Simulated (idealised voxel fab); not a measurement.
Presented below is a process module, voxel transistor to metal.
Cross-sectional view cut (width: 195 nm; square cell size: 5 nm).
A cross-section is written here as square cells arranged in a grid, and it is given in bands from the top down, each band taking up one or more rows of cells. Per band: top height and bottom height in nm, followed by the left-to-right materials and their widths in nm; "everywhere" marks a single material spanning edge to edge, "air" marks empty space. Basically, 0 is our baseline, since under it the wafer straight out of the box is all one material. The bottom band has no lower end and keeps on going down, so it looks like "0..down". A width given as "30 to 40" starts at the first number in the band's top row and ends at the second number in its bottom row, shifting by an equal amount at every step from row to row. Where a step carries "no modifications", the cross-section came out of it unchanged, cell for cell. "Enclosed internal voids" lists enclosed empty spaces (at least 8 cells, no open path upward to the top), each as width x height at distance from the left edge, in nm. On a step's line, text after the settings is the simulator commenting on that step. Regarding "overlay nm": on a step with a mask, it is the distance the mask lay to the right of its planned place; a negative value places it to the left.
PLANNED PROCESS STEPS
- 1: RECEIVE (material Si)
- 2: OXIDIZE (depth nm 5)
- 3: CONFORMAL_DEP (material SiN; thk nm 10)
- 4: MASKED_ETCH (tone cover; mask id ACTIVE; width nm 115; etch materials SiN; depth nm 10; overlay nm 0)
- 5: MASKED_ETCH (tone cover; mask id ACTIVE; width nm 115; etch materials SiO2; depth nm 5; overlay nm 0)
- 6: MASKED_ETCH (tone cover; mask id ACTIVE; width nm 115; etch materials Si; depth nm 35; overlay nm 0)
- 7: FILL_DEP (material SiO2; thk nm 10)
- 8: CMP (height nm 10)
- 9: SELECTIVE_ETCH (etch materials SiO2; depth nm 10)
- 10: STRIP (etch materials SiN)
- 11: SELECTIVE_ETCH (etch materials SiO2; depth nm 5)
- 12: OXIDIZE (depth nm 5)
- 13: DIRECTIONAL_DEP (material polySi; thk nm 30)
- 14: DIRECTIONAL_DEP (material SiCN; thk nm 15)
- 15: DIRECTIONAL_DEP (material aC; thk nm 10)
- 16: PATTERN (tone cover; mask id GATE; material resist; width nm 25; thk nm 30; overlay nm 0)
- 17: DIRECTIONAL_ETCH (etch materials aC; depth nm 10)
- 18: STRIP (etch materials resist)
- 19: DIRECTIONAL_ETCH (etch materials SiCN; depth nm 25)
- 20: DIRECTIONAL_ETCH (etch materials polySi; depth nm 40)
- 21: STRIP (etch materials aC)
- 22: CONFORMAL_DEP (material SiO2; thk nm 5)
- 23: DIRECTIONAL_ETCH (etch materials SiO2; depth nm 5)
- 24: CONFORMAL_DEP (material SiN; thk nm 5)
- 25: DIRECTIONAL_ETCH (etch materials SiN; depth nm 5)
- 26: DIRECTIONAL_ETCH (etch materials SiO2; depth nm 5)
- 27: EPI (material nSi; thk nm 5)
- 28: FILL_DEP (material SiO2; thk nm 10)
- 29: CMP (height nm 40)
- 30: DIRECTIONAL_DEP (material SiO2; thk nm 10)
- 31: PATTERN (tone open; mask id CONTACT; material resist; width nm 15; pitch nm 80; thk nm 15; overlay nm 0)
- 32: DIRECTIONAL_ETCH (etch materials SiO2; depth nm 55)
- 33: STRIP (etch materials resist)
- 34: CONFORMAL_DEP (material TiN; thk nm 5)
- 35: FILL_DEP (material Ru; thk nm 10)
- 36: CMP (height nm 50)
- 37: CONFORMAL_DEP (material SiN; thk nm 5)
- 38: DIRECTIONAL_DEP (material SiO2; thk nm 20)
- 39: DIRECTIONAL_DEP (material aC; thk nm 15)
- 40: PATTERN (tone open; mask id METAL_1; material resist; width nm 15; pitch nm 80; thk nm 35; overlay nm 0)
- 41: DIRECTIONAL_ETCH (etch materials aC; depth nm 15)
- 42: STRIP (etch materials resist)
- 43: DIRECTIONAL_ETCH (etch materials SiO2; depth nm 20)
- 44: DIRECTIONAL_ETCH (etch materials SiN; depth nm 5)
- 45: STRIP (etch materials aC)
- 46: CONFORMAL_DEP (material TiN; thk nm 5)
- 47: FILL_DEP (material Cu; thk nm 10)
- 48: CMP (height nm 75)
- 49: CONFORMAL_DEP (material SiCN; thk nm 5)
THE FIRST OF THE TWO WAFERS, WHICH RAN AS PLANNED
WAFER AS RECEIVED: CROSS-SECTION FOLLOWING STEP 1
- 0..down  Si everywhere
- Enclosed internal voids: none
STATE OF THE WAFER AFTER STEP 2, SHOWN IN CROSS-SECTION
- 0..-5  SiO2 everywhere
- All layers under -5 are left as they were.
STATE OF THE WAFER AFTER STEP 3, SHOWN IN CROSS-SECTION
- 10..0  SiN everywhere
- All layers under 0 are left as they were.
STATE OF THE WAFER AFTER STEP 4, SHOWN IN CROSS-SECTION
- 10..0  air 40 | SiN 115 | air 40
- All layers under 0 are left as they were.
STATE OF THE WAFER AFTER STEP 5, SHOWN IN CROSS-SECTION
- 10..0  air 40 | SiN 115 | air 40
- 0..-5  air 40 | SiO2 115 | air 40
- All layers under -5 are left as they were.
STATE OF THE WAFER AFTER STEP 6, SHOWN IN CROSS-SECTION
- 10..0  air 40 | SiN 115 | air 40
- 0..-5  air 40 | SiO2 115 | air 40
- -5..-40  air 40 | Si 115 | air 40
- All layers under -40 are left as they were.
STATE OF THE WAFER AFTER STEP 7, SHOWN IN CROSS-SECTION
- 20..10  SiO2 everywhere
- 10..0  SiO2 40 | SiN 115 | SiO2 40
- 0..-5  SiO2 everywhere
- -5..-40  SiO2 40 | Si 115 | SiO2 40
- All layers under -40 are left as they were.
STATE OF THE WAFER AFTER STEP 8, SHOWN IN CROSS-SECTION
- 10..0  SiO2 40 | SiN 115 | SiO2 40
- All layers under 0 are left as they were.
STATE OF THE WAFER AFTER STEP 9, SHOWN IN CROSS-SECTION
- 10..0  air 40 | SiN 115 | air 40
- All layers under 0 are left as they were.
STATE OF THE WAFER AFTER STEP 10, SHOWN IN CROSS-SECTION
- 0..-5  SiO2 everywhere
- All layers under -5 are left as they were.
STATE OF THE WAFER AFTER STEP 11, SHOWN IN CROSS-SECTION
- -5..-40  SiO2 40 | Si 115 | SiO2 40
- All layers under -40 are left as they were.
STATE OF THE WAFER AFTER STEP 12, SHOWN IN CROSS-SECTION
- -5..-10  SiO2 everywhere
- All layers under -10 are left as they were.
STATE OF THE WAFER AFTER STEP 13, SHOWN IN CROSS-SECTION
- 25..-5  polySi everywhere
- All layers under -5 are left as they were.
STATE OF THE WAFER AFTER STEP 14, SHOWN IN CROSS-SECTION
- 40..25  SiCN everywhere
- All layers under 25 are left as they were.
STATE OF THE WAFER AFTER STEP 15, SHOWN IN CROSS-SECTION
- 50..40  aC everywhere
- All layers under 40 are left as they were.
STATE OF THE WAFER AFTER STEP 16, SHOWN IN CROSS-SECTION
- 80..50  air 85 | resist 25 | air 85
- All layers under 50 are left as they were.
STATE OF THE WAFER AFTER STEP 17, SHOWN IN CROSS-SECTION
- 70..50  air 85 | resist 25 | air 85
- 50..40  air 85 | aC 25 | air 85
- All layers under 40 are left as they were.
STATE OF THE WAFER AFTER STEP 18, SHOWN IN CROSS-SECTION
- 50..40  air 85 | aC 25 | air 85
- All layers under 40 are left as they were.
STATE OF THE WAFER AFTER STEP 19, SHOWN IN CROSS-SECTION
- 50..40  air 85 | aC 25 | air 85
- 40..25  air 85 | SiCN 25 | air 85
- All layers under 25 are left as they were.
STATE OF THE WAFER AFTER STEP 20, SHOWN IN CROSS-SECTION
- 50..40  air 85 | aC 25 | air 85
- 40..25  air 85 | SiCN 25 | air 85
- 25..-5  air 85 | polySi 25 | air 85
- All layers under -5 are left as they were.
STATE OF THE WAFER AFTER STEP 21, SHOWN IN CROSS-SECTION
- 40..25  air 85 | SiCN 25 | air 85
- All layers under 25 are left as they were.
STATE OF THE WAFER AFTER STEP 22, SHOWN IN CROSS-SECTION
- 45..40  air 80 | SiO2 35 | air 80
- 40..25  air 80 | SiO2 5 | SiCN 25 | SiO2 5 | air 80
- 25..0  air 80 | SiO2 5 | polySi 25 | SiO2 5 | air 80
- 0..-5  SiO2 85 | polySi 25 | SiO2 85
- All layers under -5 are left as they were.
STATE OF THE WAFER AFTER STEP 23, SHOWN IN CROSS-SECTION
- 40..25  air 80 | SiO2 5 | SiCN 25 | SiO2 5 | air 80
- 25..-5  air 80 | SiO2 5 | polySi 25 | SiO2 5 | air 80
- All layers under -5 are left as they were.
STATE OF THE WAFER AFTER STEP 24, SHOWN IN CROSS-SECTION
- 45..40  air 75 | SiN 45 | air 75
- 40..25  air 75 | SiN 5 | SiO2 5 | SiCN 25 | SiO2 5 | SiN 5 | air 75
- 25..0  air 75 | SiN 5 | SiO2 5 | polySi 25 | SiO2 5 | SiN 5 | air 75
- 0..-5  SiN 80 | SiO2 5 | polySi 25 | SiO2 5 | SiN 80
- All layers under -5 are left as they were.
STATE OF THE WAFER AFTER STEP 25, SHOWN IN CROSS-SECTION
- 40..25  air 75 | SiN 5 | SiO2 5 | SiCN 25 | SiO2 5 | SiN 5 | air 75
- 25..-5  air 75 | SiN 5 | SiO2 5 | polySi 25 | SiO2 5 | SiN 5 | air 75
- All layers under -5 are left as they were.
STATE OF THE WAFER AFTER STEP 26, SHOWN IN CROSS-SECTION
- 40..35  air 75 | SiN 5 | air 5 | SiCN 25 | air 5 | SiN 5 | air 75
- 35..25  air 75 | SiN 5 | SiO2 5 | SiCN 25 | SiO2 5 | SiN 5 | air 75
- 25..-5  air 75 | SiN 5 | SiO2 5 | polySi 25 | SiO2 5 | SiN 5 | air 75
- -5..-10  air 75 | SiO2 45 | air 75
- All layers under -10 are left as they were.
STATE OF THE WAFER AFTER STEP 27, SHOWN IN CROSS-SECTION
- 40..35  air 75 | SiN 5 | air 5 | SiCN 25 | air 5 | SiN 5 | air 75
- 35..25  air 75 | SiN 5 | SiO2 5 | SiCN 25 | SiO2 5 | SiN 5 | air 75
- 25..-5  air 75 | SiN 5 | SiO2 5 | polySi 25 | SiO2 5 | SiN 5 | air 75
- -5..-10  air 35 | nSi 40 | SiO2 45 | nSi 40 | air 35
- All layers under -10 are left as they were.
STATE OF THE WAFER AFTER STEP 28, SHOWN IN CROSS-SECTION
- 50..40  SiO2 everywhere
- 40..25  SiO2 75 | SiN 5 | SiO2 5 | SiCN 25 | SiO2 5 | SiN 5 | SiO2 75
- 25..-5  SiO2 75 | SiN 5 | SiO2 5 | polySi 25 | SiO2 5 | SiN 5 | SiO2 75
- -5..-10  SiO2 35 | nSi 40 | SiO2 45 | nSi 40 | SiO2 35
- All layers under -10 are left as they were.
STATE OF THE WAFER AFTER STEP 29, SHOWN IN CROSS-SECTION
- 40..25  SiO2 75 | SiN 5 | SiO2 5 | SiCN 25 | SiO2 5 | SiN 5 | SiO2 75
- All layers under 25 are left as they were.
STATE OF THE WAFER AFTER STEP 30, SHOWN IN CROSS-SECTION
- 50..40  SiO2 everywhere
- All layers under 40 are left as they were.
STATE OF THE WAFER AFTER STEP 31, SHOWN IN CROSS-SECTION
- 65..50  resist 50 | air 15 | resist 65 | air 15 | resist 50
- All layers under 50 are left as they were.
STATE OF THE WAFER AFTER STEP 32, SHOWN IN CROSS-SECTION
- 65..50  resist 50 | air 15 | resist 65 | air 15 | resist 50
- 50..40  SiO2 50 | air 15 | SiO2 65 | air 15 | SiO2 50
- 40..25  SiO2 50 | air 15 | SiO2 10 | SiN 5 | SiO2 5 | SiCN 25 | SiO2 5 | SiN 5 | SiO2 10 | air 15 | SiO2 50
- 25..-5  SiO2 50 | air 15 | SiO2 10 | SiN 5 | SiO2 5 | polySi 25 | SiO2 5 | SiN 5 | SiO2 10 | air 15 | SiO2 50
- All layers under -5 are left as they were.
STATE OF THE WAFER AFTER STEP 33, SHOWN IN CROSS-SECTION
- 50..40  SiO2 50 | air 15 | SiO2 65 | air 15 | SiO2 50
- All layers under 40 are left as they were.
STATE OF THE WAFER AFTER STEP 34, SHOWN IN CROSS-SECTION
- 55..50  TiN 55 | air 5 | TiN 75 | air 5 | TiN 55
- 50..40  SiO2 50 | TiN 5 | air 5 | TiN 5 | SiO2 65 | TiN 5 | air 5 | TiN 5 | SiO2 50
- 40..25  SiO2 50 | TiN 5 | air 5 | TiN 5 | SiO2 10 | SiN 5 | SiO2 5 | SiCN 25 | SiO2 5 | SiN 5 | SiO2 10 | TiN 5 | air 5 | TiN 5 | SiO2 50
- 25..0  SiO2 50 | TiN 5 | air 5 | TiN 5 | SiO2 10 | SiN 5 | SiO2 5 | polySi 25 | SiO2 5 | SiN 5 | SiO2 10 | TiN 5 | air 5 | TiN 5 | SiO2 50
- 0..-5  SiO2 50 | TiN 15 | SiO2 10 | SiN 5 | SiO2 5 | polySi 25 | SiO2 5 | SiN 5 | SiO2 10 | TiN 15 | SiO2 50
- All layers under -5 are left as they were.
STATE OF THE WAFER AFTER STEP 35, SHOWN IN CROSS-SECTION
- 65..55  Ru everywhere
- 55..50  TiN 55 | Ru 5 | TiN 75 | Ru 5 | TiN 55
- 50..40  SiO2 50 | TiN 5 | Ru 5 | TiN 5 | SiO2 65 | TiN 5 | Ru 5 | TiN 5 | SiO2 50
- 40..25  SiO2 50 | TiN 5 | Ru 5 | TiN 5 | SiO2 10 | SiN 5 | SiO2 5 | SiCN 25 | SiO2 5 | SiN 5 | SiO2 10 | TiN 5 | Ru 5 | TiN 5 | SiO2 50
- 25..0  SiO2 50 | TiN 5 | Ru 5 | TiN 5 | SiO2 10 | SiN 5 | SiO2 5 | polySi 25 | SiO2 5 | SiN 5 | SiO2 10 | TiN 5 | Ru 5 | TiN 5 | SiO2 50
- All layers under 0 are left as they were.
STATE OF THE WAFER AFTER STEP 36, SHOWN IN CROSS-SECTION
- 50..40  SiO2 50 | TiN 5 | Ru 5 | TiN 5 | SiO2 65 | TiN 5 | Ru 5 | TiN 5 | SiO2 50
- All layers under 40 are left as they were.
STATE OF THE WAFER AFTER STEP 37, SHOWN IN CROSS-SECTION
- 55..50  SiN everywhere
- All layers under 50 are left as they were.
STATE OF THE WAFER AFTER STEP 38, SHOWN IN CROSS-SECTION
- 75..55  SiO2 everywhere
- All layers under 55 are left as they were.
STATE OF THE WAFER AFTER STEP 39, SHOWN IN CROSS-SECTION
- 90..75  aC everywhere
- All layers under 75 are left as they were.
STATE OF THE WAFER AFTER STEP 40, SHOWN IN CROSS-SECTION
- 125..90  resist 50 | air 15 | resist 65 | air 15 | resist 50
- All layers under 90 are left as they were.
STATE OF THE WAFER AFTER STEP 41, SHOWN IN CROSS-SECTION
- 110..90  resist 50 | air 15 | resist 65 | air 15 | resist 50
- 90..75  aC 50 | air 15 | aC 65 | air 15 | aC 50
- All layers under 75 are left as they were.
STATE OF THE WAFER AFTER STEP 42, SHOWN IN CROSS-SECTION
- 90..75  aC 50 | air 15 | aC 65 | air 15 | aC 50
- All layers under 75 are left as they were.
STATE OF THE WAFER AFTER STEP 43, SHOWN IN CROSS-SECTION
- 90..75  aC 50 | air 15 | aC 65 | air 15 | aC 50
- 75..55  SiO2 50 | air 15 | SiO2 65 | air 15 | SiO2 50
- All layers under 55 are left as they were.
STATE OF THE WAFER AFTER STEP 44, SHOWN IN CROSS-SECTION
- 90..75  aC 50 | air 15 | aC 65 | air 15 | aC 50
- 75..55  SiO2 50 | air 15 | SiO2 65 | air 15 | SiO2 50
- 55..50  SiN 50 | air 15 | SiN 65 | air 15 | SiN 50
- All layers under 50 are left as they were.
STATE OF THE WAFER AFTER STEP 45, SHOWN IN CROSS-SECTION
- 75..55  SiO2 50 | air 15 | SiO2 65 | air 15 | SiO2 50
- All layers under 55 are left as they were.
STATE OF THE WAFER AFTER STEP 46, SHOWN IN CROSS-SECTION
- 80..75  TiN 55 | air 5 | TiN 75 | air 5 | TiN 55
- 75..55  SiO2 50 | TiN 5 | air 5 | TiN 5 | SiO2 65 | TiN 5 | air 5 | TiN 5 | SiO2 50
- 55..50  SiN 50 | TiN 15 | SiN 65 | TiN 15 | SiN 50
- All layers under 50 are left as they were.
STATE OF THE WAFER AFTER STEP 47, SHOWN IN CROSS-SECTION
- 90..80  Cu everywhere
- 80..75  TiN 55 | Cu 5 | TiN 75 | Cu 5 | TiN 55
- 75..55  SiO2 50 | TiN 5 | Cu 5 | TiN 5 | SiO2 65 | TiN 5 | Cu 5 | TiN 5 | SiO2 50
- All layers under 55 are left as they were.
STATE OF THE WAFER AFTER STEP 48, SHOWN IN CROSS-SECTION
- 75..55  SiO2 50 | TiN 5 | Cu 5 | TiN 5 | SiO2 65 | TiN 5 | Cu 5 | TiN 5 | SiO2 50
- All layers under 55 are left as they were.
STATE OF THE WAFER AFTER STEP 49, SHOWN IN CROSS-SECTION
- 80..75  SiCN everywhere
- All layers under 75 are left as they were.
WAFER TWO. IDENTICAL START, IDENTICAL PLAN. ONE MISTAKE IN EXECUTION. IDENTICAL HISTORY THROUGH STEP 13
PLANNED END OF STEP 14: SECOND WAFER, CROSS-SECTION
- 55..25  SiCN everywhere
- All layers under 25 are left as they were.
PLANNED END OF STEP 15: SECOND WAFER, CROSS-SECTION
- 65..55  aC everywhere
- All layers under 55 are left as they were.
PLANNED END OF STEP 16: SECOND WAFER, CROSS-SECTION
- 95..65  air 85 | resist 25 | air 85
- All layers under 65 are left as they were.
PLANNED END OF STEP 17: SECOND WAFER, CROSS-SECTION
- 85..65  air 85 | resist 25 | air 85
- 65..55  air 85 | aC 25 | air 85
- All layers under 55 are left as they were.
PLANNED END OF STEP 18: SECOND WAFER, CROSS-SECTION
- 65..55  air 85 | aC 25 | air 85
- All layers under 55 are left as they were.
PLANNED END OF STEP 19: SECOND WAFER, CROSS-SECTION
- 65..55  air 85 | aC 25 | air 85
- 55..30  air 85 | SiCN 25 | air 85
- All layers under 30 are left as they were.
Planned end of step 20: second wafer, cross-section: no modifications
PLANNED END OF STEP 21: SECOND WAFER, CROSS-SECTION
- 55..30  air 85 | SiCN 25 | air 85
- All layers under 30 are left as they were.
PLANNED END OF STEP 22: SECOND WAFER, CROSS-SECTION
- 60..55  air 80 | SiO2 35 | air 80
- 55..35  air 80 | SiO2 5 | SiCN 25 | SiO2 5 | air 80
- 35..30  SiO2 85 | SiCN 25 | SiO2 85
- All layers under 30 are left as they were.
PLANNED END OF STEP 23: SECOND WAFER, CROSS-SECTION
- 55..30  air 80 | SiO2 5 | SiCN 25 | SiO2 5 | air 80
- All layers under 30 are left as they were.
PLANNED END OF STEP 24: SECOND WAFER, CROSS-SECTION
- 60..55  air 75 | SiN 45 | air 75
- 55..35  air 75 | SiN 5 | SiO2 5 | SiCN 25 | SiO2 5 | SiN 5 | air 75
- 35..30  SiN 80 | SiO2 5 | SiCN 25 | SiO2 5 | SiN 80
- All layers under 30 are left as they were.
PLANNED END OF STEP 25: SECOND WAFER, CROSS-SECTION
- 55..30  air 75 | SiN 5 | SiO2 5 | SiCN 25 | SiO2 5 | SiN 5 | air 75
- All layers under 30 are left as they were.
PLANNED END OF STEP 26: SECOND WAFER, CROSS-SECTION
- 55..50  air 75 | SiN 5 | air 5 | SiCN 25 | air 5 | SiN 5 | air 75
- All layers under 50 are left as they were.
Planned end of step 27: second wafer, cross-section: no modifications
PLANNED END OF STEP 28: SECOND WAFER, CROSS-SECTION
- 65..55  SiO2 everywhere
- 55..30  SiO2 75 | SiN 5 | SiO2 5 | SiCN 25 | SiO2 5 | SiN 5 | SiO2 75
- All layers under 30 are left as they were.
PLANNED END OF STEP 29: SECOND WAFER, CROSS-SECTION
- 40..30  SiO2 75 | SiN 5 | SiO2 5 | SiCN 25 | SiO2 5 | SiN 5 | SiO2 75
- All layers under 30 are left as they were.
PLANNED END OF STEP 30: SECOND WAFER, CROSS-SECTION
- 50..40  SiO2 everywhere
- All layers under 40 are left as they were.
PLANNED END OF STEP 31: SECOND WAFER, CROSS-SECTION
- 65..50  resist 50 | air 15 | resist 65 | air 15 | resist 50
- All layers under 50 are left as they were.
PLANNED END OF STEP 32: SECOND WAFER, CROSS-SECTION
- 65..50  resist 50 | air 15 | resist 65 | air 15 | resist 50
- 50..40  SiO2 50 | air 15 | SiO2 65 | air 15 | SiO2 50
- 40..30  SiO2 50 | air 15 | SiO2 10 | SiN 5 | SiO2 5 | SiCN 25 | SiO2 5 | SiN 5 | SiO2 10 | air 15 | SiO2 50
- All layers under 30 are left as they were.
PLANNED END OF STEP 33: SECOND WAFER, CROSS-SECTION
- 50..40  SiO2 50 | air 15 | SiO2 65 | air 15 | SiO2 50
- All layers under 40 are left as they were.
PLANNED END OF STEP 34: SECOND WAFER, CROSS-SECTION
- 55..50  TiN 55 | air 5 | TiN 75 | air 5 | TiN 55
- 50..40  SiO2 50 | TiN 5 | air 5 | TiN 5 | SiO2 65 | TiN 5 | air 5 | TiN 5 | SiO2 50
- 40..35  SiO2 50 | TiN 5 | air 5 | TiN 5 | SiO2 10 | SiN 5 | SiO2 5 | SiCN 25 | SiO2 5 | SiN 5 | SiO2 10 | TiN 5 | air 5 | TiN 5 | SiO2 50
- 35..30  SiO2 50 | TiN 15 | SiO2 10 | SiN 5 | SiO2 5 | SiCN 25 | SiO2 5 | SiN 5 | SiO2 10 | TiN 15 | SiO2 50
- All layers under 30 are left as they were.
PLANNED END OF STEP 35: SECOND WAFER, CROSS-SECTION
- 65..55  Ru everywhere
- 55..50  TiN 55 | Ru 5 | TiN 75 | Ru 5 | TiN 55
- 50..40  SiO2 50 | TiN 5 | Ru 5 | TiN 5 | SiO2 65 | TiN 5 | Ru 5 | TiN 5 | SiO2 50
- 40..35  SiO2 50 | TiN 5 | Ru 5 | TiN 5 | SiO2 10 | SiN 5 | SiO2 5 | SiCN 25 | SiO2 5 | SiN 5 | SiO2 10 | TiN 5 | Ru 5 | TiN 5 | SiO2 50
- All layers under 35 are left as they were.
PLANNED END OF STEP 36: SECOND WAFER, CROSS-SECTION
- 50..40  SiO2 50 | TiN 5 | Ru 5 | TiN 5 | SiO2 65 | TiN 5 | Ru 5 | TiN 5 | SiO2 50
- All layers under 40 are left as they were.
PLANNED END OF STEP 37: SECOND WAFER, CROSS-SECTION
- 55..50  SiN everywhere
- All layers under 50 are left as they were.
PLANNED END OF STEP 38: SECOND WAFER, CROSS-SECTION
- 75..55  SiO2 everywhere
- All layers under 55 are left as they were.
PLANNED END OF STEP 39: SECOND WAFER, CROSS-SECTION
- 90..75  aC everywhere
- All layers under 75 are left as they were.
PLANNED END OF STEP 40: SECOND WAFER, CROSS-SECTION
- 125..90  resist 50 | air 15 | resist 65 | air 15 | resist 50
- All layers under 90 are left as they were.
PLANNED END OF STEP 41: SECOND WAFER, CROSS-SECTION
- 110..90  resist 50 | air 15 | resist 65 | air 15 | resist 50
- 90..75  aC 50 | air 15 | aC 65 | air 15 | aC 50
- All layers under 75 are left as they were.
PLANNED END OF STEP 42: SECOND WAFER, CROSS-SECTION
- 90..75  aC 50 | air 15 | aC 65 | air 15 | aC 50
- All layers under 75 are left as they were.
PLANNED END OF STEP 43: SECOND WAFER, CROSS-SECTION
- 90..75  aC 50 | air 15 | aC 65 | air 15 | aC 50
- 75..55  SiO2 50 | air 15 | SiO2 65 | air 15 | SiO2 50
- All layers under 55 are left as they were.
PLANNED END OF STEP 44: SECOND WAFER, CROSS-SECTION
- 90..75  aC 50 | air 15 | aC 65 | air 15 | aC 50
- 75..55  SiO2 50 | air 15 | SiO2 65 | air 15 | SiO2 50
- 55..50  SiN 50 | air 15 | SiN 65 | air 15 | SiN 50
- All layers under 50 are left as they were.
PLANNED END OF STEP 45: SECOND WAFER, CROSS-SECTION
- 75..55  SiO2 50 | air 15 | SiO2 65 | air 15 | SiO2 50
- All layers under 55 are left as they were.
PLANNED END OF STEP 46: SECOND WAFER, CROSS-SECTION
- 80..75  TiN 55 | air 5 | TiN 75 | air 5 | TiN 55
- 75..55  SiO2 50 | TiN 5 | air 5 | TiN 5 | SiO2 65 | TiN 5 | air 5 | TiN 5 | SiO2 50
- 55..50  SiN 50 | TiN 15 | SiN 65 | TiN 15 | SiN 50
- All layers under 50 are left as they were.
PLANNED END OF STEP 47: SECOND WAFER, CROSS-SECTION
- 90..80  Cu everywhere
- 80..75  TiN 55 | Cu 5 | TiN 75 | Cu 5 | TiN 55
- 75..55  SiO2 50 | TiN 5 | Cu 5 | TiN 5 | SiO2 65 | TiN 5 | Cu 5 | TiN 5 | SiO2 50
- All layers under 55 are left as they were.
PLANNED END OF STEP 48: SECOND WAFER, CROSS-SECTION
- 75..55  SiO2 50 | TiN 5 | Cu 5 | TiN 5 | SiO2 65 | TiN 5 | Cu 5 | TiN 5 | SiO2 50
- All layers under 55 are left as they were.
PLANNED END OF STEP 49: SECOND WAFER, CROSS-SECTION
- 80..75  SiCN everywhere
- All layers under 75 are left as they were.
Deviation noted in wafer processing: step 14 of the plan was twice carried out
Heads up, by the end the second wafer has more or fewer cells of some materials compared to the first: 14 fewer of Ru; 34 more of SiCN; 14 fewer of SiN; 166 fewer of SiO2; 28 fewer of TiN; 16 fewer of nSi; 204 more of polySi
